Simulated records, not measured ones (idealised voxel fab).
Process module heading - voxel air gaps
In the cross-section labelled cut, the width is 240 nm and each square cell is 5 nm.
We lay out every cross-section as a grid of square cells and spell it out in bands from the top down, where one band means one or more rows of cells.
Heads up on the band format: heights come first, top then bottom, in nm. After that it's the materials left to right, each with its width in nm. A single material flagged "throughout" fills the whole band edge to edge, and "blank" means there's empty space there.
Height reference: 0 = level under which incoming wafer is all one material. Lowest band: no bottom, runs on downward, e.g. "0..down".
Note: "30 to 40" means the width goes from the first number (top row of the band) to the second number (bottom row) in equal steps per row of cells.
Step note "nothing was modified" = no cross-section cell changed.
Listed in "Trapped cavities": every empty space of 8 or more cells without an open way to the top. Form: width x height at distance, the distance being from the left edge, all in nm.
Formally, on a step line, whatever follows the settings is a remark that the simulator itself makes on the step.
"overlay nm" on a masked step: distance the mask lay right of its planned place, negative for left.
Process steps foreseen in the plan:
1: RECEIVE,material Si
2: CONFORMAL_DEP,material SiO2,thk nm 15
3: CONFORMAL_DEP,material SiCN,thk nm 5
4: DIRECTIONAL_DEP,material SiO2,thk nm 30
5: PATTERN,tone open,mask id LINES,material resist,width nm 20,pitch nm 45,thk nm 20,overlay nm 0
6: DIRECTIONAL_ETCH,etch materials SiO2,depth nm 30
7: STRIP,etch materials resist
8: CONFORMAL_DEP,material TiN,thk nm 5
9: FILL_DEP,material W,thk nm 10
10: CMP,height nm 50
11: EPI,material Ru,thk nm 10
12: SELECTIVE_ETCH,etch materials SiO2,depth nm 40
13: CONFORMAL_DEP,material SiCN,thk nm 5
Run as planned: first of two wafers:
As received (post step 1): cross-section:
    0..down = Si throughout
    Trapped cavities: none
Take a look at the wafer's cross-section after step 2:
    15..0 = SiO2 throughout
    Heights below 0 show no change.
Take a look at the wafer's cross-section after step 3:
    20..15 = SiCN throughout
    Heights below 15 show no change.
Take a look at the wafer's cross-section after step 4:
    50..20 = SiO2 throughout
    Heights below 20 show no change.
Take a look at the wafer's cross-section after step 5:
    70..50 = 40 resist, then 20 blank, then 25 resist, then 20 blank, then 25 resist, then 20 blank, then 25 resist, then 20 blank, then 45 resist
    Heights below 50 show no change.
Take a look at the wafer's cross-section after step 6:
    70..50 = 40 resist, then 20 blank, then 25 resist, then 20 blank, then 25 resist, then 20 blank, then 25 resist, then 20 blank, then 45 resist
    50..20 = 40 SiO2, then 20 blank, then 25 SiO2, then 20 blank, then 25 SiO2, then 20 blank, then 25 SiO2, then 20 blank, then 45 SiO2
    Heights below 20 show no change.
Take a look at the wafer's cross-section after step 7:
    50..20 = 40 SiO2, then 20 blank, then 25 SiO2, then 20 blank, then 25 SiO2, then 20 blank, then 25 SiO2, then 20 blank, then 45 SiO2
    Heights below 20 show no change.
Take a look at the wafer's cross-section after step 8:
    55..50 = 45 TiN, then 10 blank, then 35 TiN, then 10 blank, then 35 TiN, then 10 blank, then 35 TiN, then 10 blank, then 50 TiN
    50..25 = 40 SiO2, then 5 TiN, then 10 blank, then 5 TiN, then 25 SiO2, then 5 TiN, then 10 blank, then 5 TiN, then 25 SiO2, then 5 TiN, then 10 blank, then 5 TiN, then 25 SiO2, then 5 TiN, then 10 blank, then 5 TiN, then 45 SiO2
    25..20 = 40 SiO2, then 20 TiN, then 25 SiO2, then 20 TiN, then 25 SiO2, then 20 TiN, then 25 SiO2, then 20 TiN, then 45 SiO2
    Heights below 20 show no change.
Take a look at the wafer's cross-section after step 9:
    65..55 = W throughout
    55..50 = 45 TiN, then 10 W, then 35 TiN, then 10 W, then 35 TiN, then 10 W, then 35 TiN, then 10 W, then 50 TiN
    50..25 = 40 SiO2, then 5 TiN, then 10 W, then 5 TiN, then 25 SiO2, then 5 TiN, then 10 W, then 5 TiN, then 25 SiO2, then 5 TiN, then 10 W, then 5 TiN, then 25 SiO2, then 5 TiN, then 10 W, then 5 TiN, then 45 SiO2
    Heights below 25 show no change.
Take a look at the wafer's cross-section after step 10:
    50..25 = 40 SiO2, then 5 TiN, then 10 W, then 5 TiN, then 25 SiO2, then 5 TiN, then 10 W, then 5 TiN, then 25 SiO2, then 5 TiN, then 10 W, then 5 TiN, then 25 SiO2, then 5 TiN, then 10 W, then 5 TiN, then 45 SiO2
    Heights below 25 show no change.
Take a look at the wafer's cross-section after step 11:
    60..50 = 30 blank, then 40 Ru, then 5 blank, then 40 Ru, then 5 blank, then 40 Ru, then 5 blank, then 40 Ru, then 35 blank
    Heights below 50 show no change.
Take a look at the wafer's cross-section after step 12:
    60..50 = 30 blank, then 40 Ru, then 5 blank, then 40 Ru, then 5 blank, then 40 Ru, then 5 blank, then 40 Ru, then 35 blank
    50..25 = 40 blank, then 5 TiN, then 10 W, then 5 TiN, then 25 blank, then 5 TiN, then 10 W, then 5 TiN, then 25 blank, then 5 TiN, then 10 W, then 5 TiN, then 25 blank, then 5 TiN, then 10 W, then 5 TiN, then 45 blank
    25..20 = 40 blank, then 20 TiN, then 25 blank, then 20 TiN, then 25 blank, then 20 TiN, then 25 blank, then 20 TiN, then 45 blank
    Heights below 20 show no change.
Take a look at the wafer's cross-section after step 13:
    65..60 = 25 blank, then 185 SiCN, then 30 blank
    60..50 = 25 blank, then 5 SiCN, then 40 Ru, then 5 SiCN, then 40 Ru, then 5 SiCN, then 40 Ru, then 5 SiCN, then 40 Ru, then 5 SiCN, then 30 blank
    50..45 = 25 blank, then 15 SiCN, then 5 TiN, then 10 W, then 5 TiN, then 25 SiCN, then 5 TiN, then 10 W, then 5 TiN, then 25 SiCN, then 5 TiN, then 10 W, then 5 TiN, then 25 SiCN, then 5 TiN, then 10 W, then 5 TiN, then 15 SiCN, then 30 blank
    45..25 = 35 blank, then 5 SiCN, then 5 TiN, then 10 W, then 5 TiN, then 5 SiCN, then 15 blank, then 5 SiCN, then 5 TiN, then 10 W, then 5 TiN, then 5 SiCN, then 15 blank, then 5 SiCN, then 5 TiN, then 10 W, then 5 TiN, then 5 SiCN, then 15 blank, then 5 SiCN, then 5 TiN, then 10 W, then 5 TiN, then 5 SiCN, then 40 blank
    25..20 = 40 SiCN, then 20 TiN, then 25 SiCN, then 20 TiN, then 25 SiCN, then 20 TiN, then 25 SiCN, then 20 TiN, then 45 SiCN
    Heights below 20 show no change.
    Trapped cavities: 15 x 20 at 65; 15 x 20 at 110; 15 x 20 at 155
It is to be noted that the second wafer proceeded from the same initial state and according to the same plan as the first, although one mistake was committed in its execution; through step 4, inclusive, the two wafers share an identical history:
Look at the second wafer in cross-section at the time step 5 ought to have finished:
    70..50 = 45 resist, then 20 blank, then 25 resist, then 20 blank, then 25 resist, then 20 blank, then 25 resist, then 20 blank, then 40 resist
    Heights below 50 show no change.
Look at the second wafer in cross-section at the time step 6 ought to have finished:
    70..50 = 45 resist, then 20 blank, then 25 resist, then 20 blank, then 25 resist, then 20 blank, then 25 resist, then 20 blank, then 40 resist
    50..20 = 45 SiO2, then 20 blank, then 25 SiO2, then 20 blank, then 25 SiO2, then 20 blank, then 25 SiO2, then 20 blank, then 40 SiO2
    Heights below 20 show no change.
Look at the second wafer in cross-section at the time step 7 ought to have finished:
    50..20 = 45 SiO2, then 20 blank, then 25 SiO2, then 20 blank, then 25 SiO2, then 20 blank, then 25 SiO2, then 20 blank, then 40 SiO2
    Heights below 20 show no change.
Look at the second wafer in cross-section at the time step 8 ought to have finished:
    55..50 = 50 TiN, then 10 blank, then 35 TiN, then 10 blank, then 35 TiN, then 10 blank, then 35 TiN, then 10 blank, then 45 TiN
    50..25 = 45 SiO2, then 5 TiN, then 10 blank, then 5 TiN, then 25 SiO2, then 5 TiN, then 10 blank, then 5 TiN, then 25 SiO2, then 5 TiN, then 10 blank, then 5 TiN, then 25 SiO2, then 5 TiN, then 10 blank, then 5 TiN, then 40 SiO2
    25..20 = 45 SiO2, then 20 TiN, then 25 SiO2, then 20 TiN, then 25 SiO2, then 20 TiN, then 25 SiO2, then 20 TiN, then 40 SiO2
    Heights below 20 show no change.
Look at the second wafer in cross-section at the time step 9 ought to have finished:
    65..55 = W throughout
    55..50 = 50 TiN, then 10 W, then 35 TiN, then 10 W, then 35 TiN, then 10 W, then 35 TiN, then 10 W, then 45 TiN
    50..25 = 45 SiO2, then 5 TiN, then 10 W, then 5 TiN, then 25 SiO2, then 5 TiN, then 10 W, then 5 TiN, then 25 SiO2, then 5 TiN, then 10 W, then 5 TiN, then 25 SiO2, then 5 TiN, then 10 W, then 5 TiN, then 40 SiO2
    Heights below 25 show no change.
Look at the second wafer in cross-section at the time step 10 ought to have finished:
    50..25 = 45 SiO2, then 5 TiN, then 10 W, then 5 TiN, then 25 SiO2, then 5 TiN, then 10 W, then 5 TiN, then 25 SiO2, then 5 TiN, then 10 W, then 5 TiN, then 25 SiO2, then 5 TiN, then 10 W, then 5 TiN, then 40 SiO2
    Heights below 25 show no change.
Look at the second wafer in cross-section at the time step 11 ought to have finished:
    60..50 = 35 blank, then 40 Ru, then 5 blank, then 40 Ru, then 5 blank, then 40 Ru, then 5 blank, then 40 Ru, then 30 blank
    Heights below 50 show no change.
Look at the second wafer in cross-section at the time step 12 ought to have finished:
    60..50 = 35 blank, then 40 Ru, then 5 blank, then 40 Ru, then 5 blank, then 40 Ru, then 5 blank, then 40 Ru, then 30 blank
    50..25 = 45 blank, then 5 TiN, then 10 W, then 5 TiN, then 25 blank, then 5 TiN, then 10 W, then 5 TiN, then 25 blank, then 5 TiN, then 10 W, then 5 TiN, then 25 blank, then 5 TiN, then 10 W, then 5 TiN, then 40 blank
    25..20 = 45 blank, then 20 TiN, then 25 blank, then 20 TiN, then 25 blank, then 20 TiN, then 25 blank, then 20 TiN, then 40 blank
    Heights below 20 show no change.
Look at the second wafer in cross-section at the time step 13 ought to have finished:
    65..60 = 30 blank, then 185 SiCN, then 25 blank
    60..50 = 30 blank, then 5 SiCN, then 40 Ru, then 5 SiCN, then 40 Ru, then 5 SiCN, then 40 Ru, then 5 SiCN, then 40 Ru, then 5 SiCN, then 25 blank
    50..45 = 30 blank, then 15 SiCN, then 5 TiN, then 10 W, then 5 TiN, then 25 SiCN, then 5 TiN, then 10 W, then 5 TiN, then 25 SiCN, then 5 TiN, then 10 W, then 5 TiN, then 25 SiCN, then 5 TiN, then 10 W, then 5 TiN, then 15 SiCN, then 25 blank
    45..25 = 40 blank, then 5 SiCN, then 5 TiN, then 10 W, then 5 TiN, then 5 SiCN, then 15 blank, then 5 SiCN, then 5 TiN, then 10 W, then 5 TiN, then 5 SiCN, then 15 blank, then 5 SiCN, then 5 TiN, then 10 W, then 5 TiN, then 5 SiCN, then 15 blank, then 5 SiCN, then 5 TiN, then 10 W, then 5 TiN, then 5 SiCN, then 35 blank
    25..20 = 45 SiCN, then 20 TiN, then 25 SiCN, then 20 TiN, then 25 SiCN, then 20 TiN, then 25 SiCN, then 20 TiN, then 40 SiCN
    Heights below 20 show no change.
    Trapped cavities: 15 x 20 at 70; 15 x 20 at 115; 15 x 20 at 160
Deviation noted in wafer processing: step 5 went in with a setting other than planned; the actual run was PATTERN,tone open,mask id LINES,material resist,width nm 20,pitch nm 45,thk nm 20,overlay nm 5
Same inventory, different map: at the end, the second wafer holds as many cells of each material as the first, placed elsewhere.
